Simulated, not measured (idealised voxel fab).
process module | voxel local oxidation
cross-section cut | 205 nm wide | cells 5 nm
A cross-section is a grid of square cells, given in bands from the top down. A band is one or more rows of cells.
Each band's line starts with the height of the band's top and of its bottom, in nm. Then come its materials from left to right, each with its width in nm. One material with "throughout" fills the band from edge to edge. "air" is empty space.
Height 0 is the level under which the wafer as received is all one material. The lowest band goes on downwards, as in "0 down".
A width such as "30 to 40" changes by the same amount from each row of cells to the next, from the band's top row to its bottom row.
"no change" after a step means that no cell of the cross-section changed.
closed voids: empty space of 8 cells or more with no open way to the top, each as width x height at its distance from the left edge, in nm
after a step's settings: what the simulator itself notes on the step
overlay nm, on a step with a mask: how far to the right of its planned place the mask lay; to the left if negative
plan
1 op RECEIVE | material Si
2 op OXIDIZE | depth nm 5
3 op CONFORMAL_DEP | material SiN | thk nm 10
4 op MASKED_ETCH | tone cover | mask id ACTIVE | width nm 105 | etch materials SiN | depth nm 10 | overlay nm 0
5 op SELECTIVE_ETCH | etch materials SiO2 | depth nm 5
6 op OXIDIZE | depth nm 10
7 op STRIP | etch materials SiN
first wafer, as planned
as received, after step 1
  0 down: Si throughout
  closed voids: none
after step 2
  0 to -5: SiO2 throughout
  below -5: unchanged
after step 3
  10 to 0: SiN throughout
  below 0: unchanged
after step 4
  10 to 0: air 50 | SiN 105 | air 50
  below 0: unchanged
after step 5
  10 to 0: air 50 | SiN 105 | air 50
  0 to -5: air 55 | SiO2 95 | air 55
  below -5: unchanged
after step 6
  10 to 0: air 50 | SiN 105 | air 50
  0 to -5: air 55 | SiO2 95 | air 55
  -5 to -15: SiO2 65 | Si 75 | SiO2 65
  below -15: unchanged
after step 7
  0 to -5: air 55 | SiO2 95 | air 55
  below -5: unchanged
second wafer: like start, like plan, one mistake. Through step 3 it matches the first wafer
when step 4 should have ended
  10 to 0: air 40 | SiN 105 | air 60
  below 0: unchanged
when step 5 should have ended
  10 to 0: air 40 | SiN 105 | air 60
  0 to -5: air 45 | SiO2 95 | air 65
  below -5: unchanged
when step 6 should have ended
  10 to 0: air 40 | SiN 105 | air 60
  0 to -5: air 45 | SiO2 95 | air 65
  -5 to -15: SiO2 55 | Si 75 | SiO2 75
  below -15: unchanged
when step 7 should have ended
  0 to -5: air 45 | SiO2 95 | air 65
  below -5: unchanged
what went wrong: step 4 ran as: op MASKED_ETCH | tone cover | mask id ACTIVE | width nm 105 | etch materials SiN | depth nm 10 | overlay nm -10
at the end the second wafer has, in cells: as many of each material as the first, in other places
